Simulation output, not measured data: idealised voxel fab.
process module | voxel air gaps
cross-section cut | 265 nm wide | cells 5 nm
A cross-section is a grid of square cells, given in bands from the top down. A band is one or more rows of cells.
Each band's line starts with the height of the band's top and of its bottom, in nm. Then come its materials from left to right, each with its width in nm. One material with "throughout" fills the band from edge to edge. "air" is empty space.
Height 0 is the level under which the wafer as received is all one material. The lowest band goes on downwards, as in "0 down".
A width such as "30 to 40" changes by the same amount from each row of cells to the next, from the band's top row to its bottom row.
"no change" after a step means that no cell of the cross-section changed.
closed voids: empty space of 8 cells or more with no open way to the top, each as width x height at its distance from the left edge, in nm
after a step's settings: what the simulator itself notes on the step
overlay nm, on a step with a mask: how far to the right of its planned place the mask lay; to the left if negative
plan
1 op RECEIVE | material Si
2 op CONFORMAL_DEP | material SiO2 | thk nm 10
3 op CONFORMAL_DEP | material SiN | thk nm 5
4 op DIRECTIONAL_DEP | material lowk | thk nm 40
5 op PATTERN | tone open | mask id LINES | material resist | width nm 20 | pitch nm 45 | thk nm 15 | overlay nm 0
6 op DIRECTIONAL_ETCH | etch materials lowk | depth nm 40
7 op STRIP | etch materials resist
8 op CONFORMAL_DEP | material TiN | thk nm 5
9 op FILL_DEP | material Cu | thk nm 5
10 op CMP | height nm 55
11 op EPI | material Ru | thk nm 10
12 op SELECTIVE_ETCH | etch materials lowk | depth nm 50
13 op CONFORMAL_DEP | material SiN | thk nm 5
as received, after step 1
  0 down: Si throughout
  closed voids: none
a wafer at the end: this start, this plan, one mistake
  70 to 65: air 40 | SiN 190 | air 35
  65 to 55: air 40 | SiN 5 | Ru 180 | SiN 5 | air 35
  55 to 50: air 40 | SiN 15 | TiN 5 | Cu 15 | TiN 5 | lowk 20 | TiN 5 | Cu 15 | TiN 5 | lowk 20 | TiN 5 | Cu 15 | TiN 5 | lowk 20 | TiN 5 | Cu 15 | TiN 5 | SiN 15 | air 35
  50 to 20: air 50 | SiN 5 | TiN 5 | Cu 15 | TiN 5 | lowk 20 | TiN 5 | Cu 15 | TiN 5 | lowk 20 | TiN 5 | Cu 15 | TiN 5 | lowk 20 | TiN 5 | Cu 15 | TiN 5 | SiN 5 | air 45
  20 to 15: SiN 55 | TiN 25 | lowk 20 | TiN 25 | lowk 20 | TiN 25 | lowk 20 | TiN 25 | SiN 50
  15 to 10: SiN throughout
  10 to 0: SiO2 throughout
  0 down: Si throughout
  closed voids: none
what went wrong: step 5 ran as: op PATTERN | tone open | mask id LINES | material resist | width nm 25 | pitch nm 45 | thk nm 15 | overlay nm 0
